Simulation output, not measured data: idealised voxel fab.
This is a process module. Its name is voxel transistor to metal.
Square cells of 5 nm make up the cross-section cut, whose width is 150 nm.
Cross-section = grid of square cells, listed top down in bands; band = one or more rows. Basically the band line says how high the top is and how high the bottom is, in nm, and then what's in it from left to right, every material with its width in nm. Empty space shows up as "air", and if a single material carries "everywhere" it runs the full band edge to edge. Heights are expressed relative to 0, this being the level below which the as-received wafer comprises one material exclusively. The lowest band is unbounded in the downward direction and is denoted as in "0..down". A width such as "30 to 40" changes by the same amount from each row of cells to the next, from the band's top row to its bottom row. You'll sometimes find "no modification" written for a step, and that's the way of saying that nowhere in the cross-section did a cell change during that step. In the "Closed cavity list" entry, you get each enclosed empty space of 8 cells or more, one with no open way to the top, written width x height at distance, distance from the left edge, in nm. On each step's line, the part that comes after the settings is the simulator's own comment on the step. The setting "overlay nm" may be written on the line of a step. When the step uses a mask, the value reports how far to the right of the planned place the mask lay, and a negative value reports that it lay to the left.

[Intended process steps]
1. RECEIVE | material Si
2. OXIDIZE | depth nm 5
3. CONFORMAL_DEP | material SiN | thk nm 15
4. DIRECTIONAL_DEP | material aC | thk nm 15
5. PATTERN | tone cover | mask id ACTIVE | material resist | width nm 110 | thk nm 30 | overlay nm 0
6. DIRECTIONAL_ETCH | etch materials aC | depth nm 15
7. STRIP | etch materials resist
8. DIRECTIONAL_ETCH | etch materials SiN | depth nm 15
9. DIRECTIONAL_ETCH | etch materials SiO2 | depth nm 5
10. DIRECTIONAL_ETCH | etch materials Si | depth nm 20
11. STRIP | etch materials aC
12. OXIDIZE | depth nm 5
13. FILL_DEP | material SiO2 | thk nm 10
14. CMP | height nm 15
15. SELECTIVE_ETCH | etch materials SiO2 | depth nm 5
16. STRIP | etch materials SiN
17. SELECTIVE_ETCH | etch materials SiO2 | depth nm 5
18. OXIDIZE | depth nm 5
19. DIRECTIONAL_DEP | material polySi | thk nm 20
20. DIRECTIONAL_DEP | material SiCN | thk nm 10
21. DIRECTIONAL_DEP | material aC | thk nm 15
22. PATTERN | tone cover | mask id GATE | material resist | width nm 30 | thk nm 35 | overlay nm 0
23. DIRECTIONAL_ETCH | etch materials aC | depth nm 15
24. STRIP | etch materials resist
25. DIRECTIONAL_ETCH | etch materials SiCN | depth nm 20
26. DIRECTIONAL_ETCH | etch materials polySi | depth nm 30
27. STRIP | etch materials aC
28. CONFORMAL_DEP | material SiO2 | thk nm 5
29. DIRECTIONAL_ETCH | etch materials SiO2 | depth nm 5
30. CONFORMAL_DEP | material SiN | thk nm 5
31. DIRECTIONAL_ETCH | etch materials SiN | depth nm 5
32. DIRECTIONAL_ETCH | etch materials SiO2 | depth nm 5
33. DIRECTIONAL_ETCH | etch materials Si | depth nm 15
34. EPI | material SiGe | thk nm 15
35. FILL_DEP | material SiO2 | thk nm 5
36. CMP | height nm 15
37. STRIP | etch materials polySi
38. SELECTIVE_ETCH | etch materials SiO2 | depth nm 5
39. CONFORMAL_DEP | material HfO2 | thk nm 5
40. CONFORMAL_DEP | material TiN | thk nm 5
41. FILL_DEP | material W | thk nm 5
42. CMP | height nm 10
43. DIRECTIONAL_DEP | material SiO2 | thk nm 15
44. PATTERN | tone open | mask id CONTACT | material resist | width nm 15 | pitch nm 85 | thk nm 20 | overlay nm 0
45. DIRECTIONAL_ETCH | etch materials SiO2 | depth nm 35
46. STRIP | etch materials resist
47. CONFORMAL_DEP | material TiN | thk nm 5
48. FILL_DEP | material W | thk nm 10
49. CMP | height nm 25
50. CONFORMAL_DEP | material SiN | thk nm 5
51. DIRECTIONAL_DEP | material SiO2 | thk nm 25
52. PATTERN | tone open | mask id METAL_1 | material resist | width nm 15 | pitch nm 85 | thk nm 15 | overlay nm 0
53. DIRECTIONAL_ETCH | etch materials SiO2 | depth nm 25
54. DIRECTIONAL_ETCH | etch materials SiN | depth nm 5
55. STRIP | etch materials resist
56. CONFORMAL_DEP | material TiN | thk nm 5
57. FILL_DEP | material Cu | thk nm 10
58. CMP | height nm 55
59. EPI | material Ru | thk nm 5
60. FILL_DEP | material SiCN | thk nm 5
61. DIRECTIONAL_DEP | material lowk | thk nm 35
62. DIRECTIONAL_DEP | material aC | thk nm 10
63. PATTERN | tone open | mask id METAL_2 | material resist | width nm 15 | pitch nm 85 | thk nm 25 | overlay nm 0
64. DIRECTIONAL_ETCH | etch materials aC | depth nm 10
65. STRIP | etch materials resist
66. DIRECTIONAL_ETCH | etch materials lowk | depth nm 20
67. STRIP | etch materials aC
68. DIRECTIONAL_DEP | material aC | thk nm 15
69. PATTERN | tone open | mask id METAL_2_HOLES | material resist | width nm 15 | pitch nm 85 | thk nm 35 | overlay nm 0
70. DIRECTIONAL_ETCH | etch materials aC | depth nm 15
71. STRIP | etch materials resist
72. DIRECTIONAL_ETCH | etch materials lowk | depth nm 15
73. DIRECTIONAL_ETCH | etch materials SiCN | depth nm 5
74. STRIP | etch materials aC
75. CONFORMAL_DEP | material TiN | thk nm 5
76. FILL_DEP | material Cu | thk nm 5
77. CMP | height nm 100
78. CONFORMAL_DEP | material SiCN | thk nm 5

[This is the cross-section of the wafer as we received it, i.e. after step 1]
- 0..down | Si everywhere
- Closed cavity list: none

[First wafer of two, sectioned at end of module; run went per plan]
- 105..100 | SiCN everywhere
- 100..65 | lowk=25  TiN=5  Cu=5  TiN=5  lowk=70  TiN=5  Cu=5  TiN=5  lowk=25
- 65..60 | SiCN=25  TiN=15  SiCN=70  TiN=15  SiCN=25
- 60..55 | SiCN=20  Ru=25  SiCN=60  Ru=25  SiCN=20
- 55..30 | SiO2=25  TiN=5  Cu=5  TiN=5  SiO2=70  TiN=5  Cu=5  TiN=5  SiO2=25
- 30..25 | SiN=25  TiN=15  SiN=70  TiN=15  SiN=25
- 25..10 | SiO2=25  TiN=5  W=5  TiN=5  SiO2=70  TiN=5  W=5  TiN=5  SiO2=25
- 10..5 | SiO2=25  TiN=15  SiO2=10  SiN=5  HfO2=5  TiN=5  W=20  TiN=5  HfO2=5  SiN=5  SiO2=10  TiN=15  SiO2=25
- 5..0 | SiO2=20  SiN=5  TiN=10  SiGe=15  SiN=5  HfO2=5  TiN=5  W=20  TiN=5  HfO2=5  SiN=5  SiGe=15  TiN=10  SiN=5  SiO2=20
- 0..-5 | SiO2=20  SiN=5  TiN=10  SiGe=15  SiN=5  HfO2=5  TiN=30  HfO2=5  SiN=5  SiGe=15  TiN=10  SiN=5  SiO2=20
- -5..-10 | SiO2=25  TiN=10  SiGe=15  SiO2=5  HfO2=40  SiO2=5  SiGe=15  TiN=10  SiO2=25
- -10..-25 | SiO2=25  SiGe=25  Si=50  SiGe=25  SiO2=25
- -25..-30 | SiO2=25  Si=100  SiO2=25
- -30..down | Si everywhere
- Closed cavity list: none

[Cross-section of the latter of the two wafers at module completion. It had an identical start and an identical plan to the former; in running it, one mistake was made]
- 105..100 | SiCN everywhere
- 100..65 | lowk=25  TiN=5  Cu=5  TiN=5  lowk=70  TiN=5  Cu=5  TiN=5  lowk=25
- 65..60 | SiCN=25  TiN=15  SiCN=70  TiN=15  SiCN=25
- 60..55 | SiCN=15  Ru=25  SiCN=60  Ru=25  SiCN=25
- 55..30 | SiO2=20  TiN=5  Cu=5  TiN=5  SiO2=70  TiN=5  Cu=5  TiN=5  SiO2=30
- 30..25 | SiN=20  TiN=15  SiN=70  TiN=15  SiN=30
- 25..10 | SiO2=25  TiN=5  W=5  TiN=5  SiO2=70  TiN=5  W=5  TiN=5  SiO2=25
- 10..5 | SiO2=25  TiN=15  SiO2=10  SiN=5  HfO2=5  TiN=5  W=20  TiN=5  HfO2=5  SiN=5  SiO2=10  TiN=15  SiO2=25
- 5..0 | SiO2=20  SiN=5  TiN=10  SiGe=15  SiN=5  HfO2=5  TiN=5  W=20  TiN=5  HfO2=5  SiN=5  SiGe=15  TiN=10  SiN=5  SiO2=20
- 0..-5 | SiO2=20  SiN=5  TiN=10  SiGe=15  SiN=5  HfO2=5  TiN=30  HfO2=5  SiN=5  SiGe=15  TiN=10  SiN=5  SiO2=20
- -5..-10 | SiO2=25  TiN=10  SiGe=15  SiO2=5  HfO2=40  SiO2=5  SiGe=15  TiN=10  SiO2=25
- -10..-25 | SiO2=25  SiGe=25  Si=50  SiGe=25  SiO2=25
- -25..-30 | SiO2=25  Si=100  SiO2=25
- -30..down | Si everywhere
- Closed cavity list: none
Short version of what went wrong: step 52 did not happen as planned, as run it was PATTERN | tone open | mask id METAL_1 | material resist | width nm 15 | pitch nm 85 | thk nm 15 | overlay nm -5
Comparing end states, the material composition by cell count is preserved from the first wafer to the second, while the locations of the cells are not.
